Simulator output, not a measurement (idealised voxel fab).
You're looking at the process module voxel self aligned contacts.
230 nm wide, 5 nm square cells: that's cross-section cut.
Heads up, the way a cross-section reads in here is a grid of square cells, handed over as bands from the top down, with every band being one or more rows of cells.
Within each band entry, the heights of the top and of the bottom of the band appear first, in that order and in nm; the materials of the band then follow from left to right, each with its corresponding width in nm. The designation "all across" on a single material indicates that it fills the band from edge to edge; the designation "air" indicates empty space.
Heads up on the height convention: 0 is the point under which the incoming wafer is all one material, and the lowest band has no bottom, it just keeps going down, like "0 down".
The expression "30..40" gives the width at the extremes of the band, the first number at its top row of cells and the second at its bottom row, with the width changing by equal amounts from each row to the next in between.
The cross-section has no changed cell in any step marked "no change occurred".
Closed empty spaces (no open way to the top) of 8 cells or more are what "Closed void table" lists, each as width x height at distance from the left edge, nm for all three.
Text after the settings on a step's line: the simulator's own remark on that step.
The "overlay nm" setting may appear on a step's line; for a step that uses a mask, it gives how far to the right of its planned position the mask lay, and a negative value indicates the left.
Set out below are the planned steps of the process
1: RECEIVE, material Si
2: OXIDIZE, depth nm 5
3: DIRECTIONAL_DEP, material polySi, thk nm 30
4: DIRECTIONAL_DEP, material SiN, thk nm 20
5: MASKED_ETCH, tone cover, mask id GATE, width nm 25, pitch nm 55, etch materials SiN, depth nm 20, overlay nm 0
6: MASKED_ETCH, tone cover, mask id GATE, width nm 25, pitch nm 55, etch materials polySi, depth nm 30, overlay nm 0
7: CONFORMAL_DEP, material SiN, thk nm 5
8: DIRECTIONAL_ETCH, etch materials SiN, depth nm 5
9: FILL_DEP, material SiO2, thk nm 15
10: CMP, height nm 60
11: PATTERN, tone open, mask id CONTACT, material resist, width nm 40, thk nm 15, overlay nm 0
12: DIRECTIONAL_ETCH, etch materials SiO2, depth nm 65
13: STRIP, etch materials resist
14: CONFORMAL_DEP, material TiN, thk nm 5
15: FILL_DEP, material Ru, thk nm 10
16: CMP, height nm 60
17: CONFORMAL_DEP, material SiCN, thk nm 5
Wafer as received: cross-section following step 1
- 0 down  Si all across
- Closed void table: none
The module was run from the start shown above using the plan shown above, but one mistake was made doing it; the resulting wafer cross-section is below
- 65 to 60  SiCN all across
- 60 to 50  SiO2=95 / TiN=5..15 / Ru=30..10 / TiN=5..15 / SiO2=95
- 50 to 35  SiO2=70 / SiN=35 / TiN=5 / Ru=10 / TiN=5 / SiN=35 / SiO2=70
- 35 to 30  SiO2=70 / SiN=35 / TiN=20 / SiN=35 / SiO2=70
- 30 to 0  TiN all across
- 0 to -5  SiO2 all across
- -5 down  Si all across
- Closed void table: none
What went wrong in running the wafer? note that step 3 departed from the planned setting and was carried out as DIRECTIONAL_DEP, material TiN, thk nm 30
